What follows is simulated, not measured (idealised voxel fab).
Process module in this document: voxel capacitor over wiring
For reference, the cross-section in this document is cut, with width 200 nm and square cells of 5 nm.
Square cells in a grid make up a cross-section in this document, and the grid is given as bands, listed from the top down, each one or more rows of cells.
Band: top and bottom heights (nm) first, top before bottom; then materials from left to right, widths in nm. "full width" marks a sole material filling the band edge to edge. "blank" denotes empty space.
Heights are measured from 0, the level below which the as-received wafer is all one material; the lowest band has no bottom and continues downward, written as in "0 down".
The expression "30->40" gives the width at the extremes of the band, the first number at its top row of cells and the second at its bottom row, with the width changing by equal amounts from each row to the next in between.
It should be understood that the words "no change occurred", when stated for a given step, signify that the cross-section underwent no change in any of its cells during that step.
What "Tabulated closed voids" gives you is every empty space of 8 cells or more that is cut off from the top. Each appears as width x height at distance, with the distance taken from the left edge and width, height and distance all in nm.
What comes after the settings on a step's line is commentary from the simulator itself on that step.
Steps that use a mask can have "overlay nm" on their line. It says how far the mask sat to the right of where it was meant to be. Negative means to the left.
[Steps planned for the process]
| 1 | RECEIVE (material Si) |
| 2 | CONFORMAL_DEP (material SiO2; thk nm 15) |
| 3 | DIRECTIONAL_DEP (material TiN; thk nm 5) |
| 4 | DIRECTIONAL_DEP (material Ru; thk nm 15) |
| 5 | PATTERN (tone cover; mask id METAL_1; material resist; width nm 25; pitch nm 85; thk nm 15; overlay nm 0) |
| 6 | DIRECTIONAL_ETCH (etch materials Ru; depth nm 15) |
| 7 | DIRECTIONAL_ETCH (etch materials TiN; depth nm 5) |
| 8 | STRIP (etch materials resist) |
| 9 | FILL_DEP (material lowk; thk nm 5) |
| 10 | CMP (height nm 35) |
| 11 | CONFORMAL_DEP (material SiCN; thk nm 5) |
| 12 | DIRECTIONAL_DEP (material SiO2; thk nm 10) |
| 13 | MASKED_ETCH (tone open; mask id PLUG_1; width nm 15; etch materials SiO2; depth nm 10; overlay nm 0) |
| 14 | MASKED_ETCH (tone open; mask id PLUG_1; width nm 15; etch materials SiCN; depth nm 5; overlay nm 0) |
| 15 | CONFORMAL_DEP (material TiN; thk nm 5) |
| 16 | FILL_DEP (material W; thk nm 5) |
| 17 | CMP (height nm 50) |
| 18 | DIRECTIONAL_DEP (material TiN; thk nm 10) |
| 19 | DIRECTIONAL_DEP (material HfO2; thk nm 5) |
| 20 | DIRECTIONAL_DEP (material TiN; thk nm 5) |
| 21 | DIRECTIONAL_DEP (material aC; thk nm 10) |
| 22 | PATTERN (tone cover; mask id UPPER_PLATE; material resist; width nm 65; thk nm 30; overlay nm 0) |
| 23 | DIRECTIONAL_ETCH (etch materials aC; depth nm 10) |
| 24 | STRIP (etch materials resist) |
| 25 | DIRECTIONAL_ETCH (etch materials TiN; depth nm 5) |
| 26 | DIRECTIONAL_ETCH (etch materials HfO2; depth nm 5) |
| 27 | STRIP (etch materials aC) |
| 28 | MASKED_ETCH (tone cover; mask id LOWER_PLATE; width nm 75; etch materials TiN; depth nm 10; overlay nm 0) |
| 29 | FILL_DEP (material SiO2; thk nm 20) |
| 30 | CMP (height nm 85) |
| 31 | MASKED_ETCH (tone open; mask id PLUG_2; width nm 15; etch materials SiO2; depth nm 15; overlay nm 0) |
| 32 | CONFORMAL_DEP (material TiN; thk nm 5) |
| 33 | FILL_DEP (material Cu; thk nm 5) |
| 34 | CMP (height nm 85) |
| 35 | CONFORMAL_DEP (material SiN; thk nm 5) |
[First wafer out of two, processed as planned]
[Delivered wafer in cross-section: state after step 1]
0 down | Si full width
Tabulated closed voids: none
[You're looking at a cross-section of the wafer after step 2]
15 to 0 | SiO2 full width
Nothing below the height 0 has changed.
[You're looking at a cross-section of the wafer after step 3]
20 to 15 | TiN full width
Nothing below the height 15 has changed.
[You're looking at a cross-section of the wafer after step 4]
35 to 20 | Ru full width
Nothing below the height 20 has changed.
[You're looking at a cross-section of the wafer after step 5]
50 to 35 | blank=45, resist=25, blank=60, resist=25, blank=45
Nothing below the height 35 has changed.
[You're looking at a cross-section of the wafer after step 6]
50 to 35 | blank=45, resist=25, blank=60, resist=25, blank=45
35 to 20 | blank=45, Ru=25, blank=60, Ru=25, blank=45
Nothing below the height 20 has changed.
[You're looking at a cross-section of the wafer after step 7]
50 to 35 | blank=45, resist=25, blank=60, resist=25, blank=45
35 to 20 | blank=45, Ru=25, blank=60, Ru=25, blank=45
20 to 15 | blank=45, TiN=25, blank=60, TiN=25, blank=45
Nothing below the height 15 has changed.
[You're looking at a cross-section of the wafer after step 8]
35 to 20 | blank=45, Ru=25, blank=60, Ru=25, blank=45
Nothing below the height 20 has changed.
[You're looking at a cross-section of the wafer after step 9]
40 to 35 | lowk full width
35 to 20 | lowk=45, Ru=25, lowk=60, Ru=25, lowk=45
20 to 15 | lowk=45, TiN=25, lowk=60, TiN=25, lowk=45
Nothing below the height 15 has changed.
[You're looking at a cross-section of the wafer after step 10]
35 to 20 | lowk=45, Ru=25, lowk=60, Ru=25, lowk=45
Nothing below the height 20 has changed.
[You're looking at a cross-section of the wafer after step 11]
40 to 35 | SiCN full width
Nothing below the height 35 has changed.
[You're looking at a cross-section of the wafer after step 12]
50 to 40 | SiO2 full width
Nothing below the height 40 has changed.
[You're looking at a cross-section of the wafer after step 13]
50 to 40 | SiO2=55, blank=15, SiO2=130
Nothing below the height 40 has changed.
[You're looking at a cross-section of the wafer after step 14]
50 to 40 | SiO2=55, blank=15, SiO2=130
40 to 35 | SiCN=55, blank=15, SiCN=130
Nothing below the height 35 has changed.
[You're looking at a cross-section of the wafer after step 15]
55 to 50 | TiN=60, blank=5, TiN=135
50 to 40 | SiO2=55, TiN=5, blank=5, TiN=5, SiO2=130
40 to 35 | SiCN=55, TiN=15, SiCN=130
Nothing below the height 35 has changed.
[You're looking at a cross-section of the wafer after step 16]
60 to 55 | W full width
55 to 50 | TiN=60, W=5, TiN=135
50 to 40 | SiO2=55, TiN=5, W=5, TiN=5, SiO2=130
Nothing below the height 40 has changed.
[You're looking at a cross-section of the wafer after step 17]
50 to 40 | SiO2=55, TiN=5, W=5, TiN=5, SiO2=130
Nothing below the height 40 has changed.
[You're looking at a cross-section of the wafer after step 18]
60 to 50 | TiN full width
Nothing below the height 50 has changed.
[You're looking at a cross-section of the wafer after step 19]
65 to 60 | HfO2 full width
Nothing below the height 60 has changed.
[You're looking at a cross-section of the wafer after step 20]
70 to 65 | TiN full width
Nothing below the height 65 has changed.
[You're looking at a cross-section of the wafer after step 21]
80 to 70 | aC full width
Nothing below the height 70 has changed.
[You're looking at a cross-section of the wafer after step 22]
110 to 80 | blank=55, resist=65, blank=80
Nothing below the height 80 has changed.
[You're looking at a cross-section of the wafer after step 23]
100 to 80 | blank=55, resist=65, blank=80
80 to 70 | blank=55, aC=65, blank=80
Nothing below the height 70 has changed.
[You're looking at a cross-section of the wafer after step 24]
80 to 70 | blank=55, aC=65, blank=80
Nothing below the height 70 has changed.
[You're looking at a cross-section of the wafer after step 25]
80 to 70 | blank=55, aC=65, blank=80
70 to 65 | blank=55, TiN=65, blank=80
Nothing below the height 65 has changed.
[You're looking at a cross-section of the wafer after step 26]
80 to 70 | blank=55, aC=65, blank=80
70 to 65 | blank=55, TiN=65, blank=80
65 to 60 | blank=55, HfO2=65, blank=80
Nothing below the height 60 has changed.
[You're looking at a cross-section of the wafer after step 27]
70 to 65 | blank=55, TiN=65, blank=80
Nothing below the height 65 has changed.
[You're looking at a cross-section of the wafer after step 28]
70 to 65 | blank=55, TiN=65, blank=80
65 to 60 | blank=55, HfO2=65, blank=80
60 to 50 | blank=50, TiN=75, blank=75
Nothing below the height 50 has changed.
[You're looking at a cross-section of the wafer after step 29]
90 to 70 | SiO2 full width
70 to 65 | SiO2=55, TiN=65, SiO2=80
65 to 60 | SiO2=55, HfO2=65, SiO2=80
60 to 50 | SiO2=50, TiN=75, SiO2=75
Nothing below the height 50 has changed.
[You're looking at a cross-section of the wafer after step 30]
85 to 70 | SiO2 full width
Nothing below the height 70 has changed.
[You're looking at a cross-section of the wafer after step 31]
85 to 70 | SiO2=65, blank=15, SiO2=120
Nothing below the height 70 has changed.
[You're looking at a cross-section of the wafer after step 32]
90 to 85 | TiN=70, blank=5, TiN=125
85 to 75 | SiO2=65, TiN=5, blank=5, TiN=5, SiO2=120
75 to 65 | SiO2=65->55, TiN=15->65, SiO2=120->80
Nothing below the height 65 has changed.
[You're looking at a cross-section of the wafer after step 33]
95 to 90 | Cu full width
90 to 85 | TiN=70, Cu=5, TiN=125
85 to 75 | SiO2=65, TiN=5, Cu=5, TiN=5, SiO2=120
Nothing below the height 75 has changed.
[You're looking at a cross-section of the wafer after step 34]
85 to 75 | SiO2=65, TiN=5, Cu=5, TiN=5, SiO2=120
Nothing below the height 75 has changed.
[You're looking at a cross-section of the wafer after step 35]
90 to 85 | SiN full width
Nothing below the height 85 has changed.
[The second wafer: identical to the first at the outset and in its planned sequence, differing only in that one mistake was made during processing; up to and including step 27, its path is the first wafer's path]
[Cross-section of the second wafer corresponding to the planned conclusion of step 28]
70 to 65 | blank=60, TiN=60, blank=80
65 to 60 | blank=55, HfO2=65, blank=80
60 to 50 | blank=55, TiN=80, blank=65
Nothing below the height 50 has changed.
[Cross-section of the second wafer corresponding to the planned conclusion of step 29]
90 to 70 | SiO2 full width
70 to 65 | SiO2=60, TiN=60, SiO2=80
65 to 60 | SiO2=55, HfO2=65, SiO2=80
60 to 50 | SiO2=55, TiN=80, SiO2=65
Nothing below the height 50 has changed.
[Cross-section of the second wafer corresponding to the planned conclusion of step 30]
85 to 70 | SiO2 full width
Nothing below the height 70 has changed.
[Cross-section of the second wafer corresponding to the planned conclusion of step 31]
85 to 70 | SiO2=65, blank=15, SiO2=120
Nothing below the height 70 has changed.
[Cross-section of the second wafer corresponding to the planned conclusion of step 32]
90 to 85 | TiN=70, blank=5, TiN=125
85 to 75 | SiO2=65, TiN=5, blank=5, TiN=5, SiO2=120
75 to 65 | SiO2=65->60, TiN=15->60, SiO2=120->80
Nothing below the height 65 has changed.
[Cross-section of the second wafer corresponding to the planned conclusion of step 33]
95 to 90 | Cu full width
90 to 85 | TiN=70, Cu=5, TiN=125
85 to 75 | SiO2=65, TiN=5, Cu=5, TiN=5, SiO2=120
Nothing below the height 75 has changed.
[Cross-section of the second wafer corresponding to the planned conclusion of step 34]
85 to 75 | SiO2=65, TiN=5, Cu=5, TiN=5, SiO2=120
Nothing below the height 75 has changed.
[Cross-section of the second wafer corresponding to the planned conclusion of step 35]
90 to 85 | SiN full width
Nothing below the height 85 has changed.
What was done differently from what was planned? so step 28 ended up running with a different setting than we planned, it ran as MASKED_ETCH (tone cover; mask id LOWER_PLATE; width nm 75; etch materials TiN; depth nm 10; overlay nm 10)
Once processing is complete, comparing cell counts shows that the second wafer has more or fewer of certain materials than the first: 1 fewer of SiO2 | 1 more of TiN
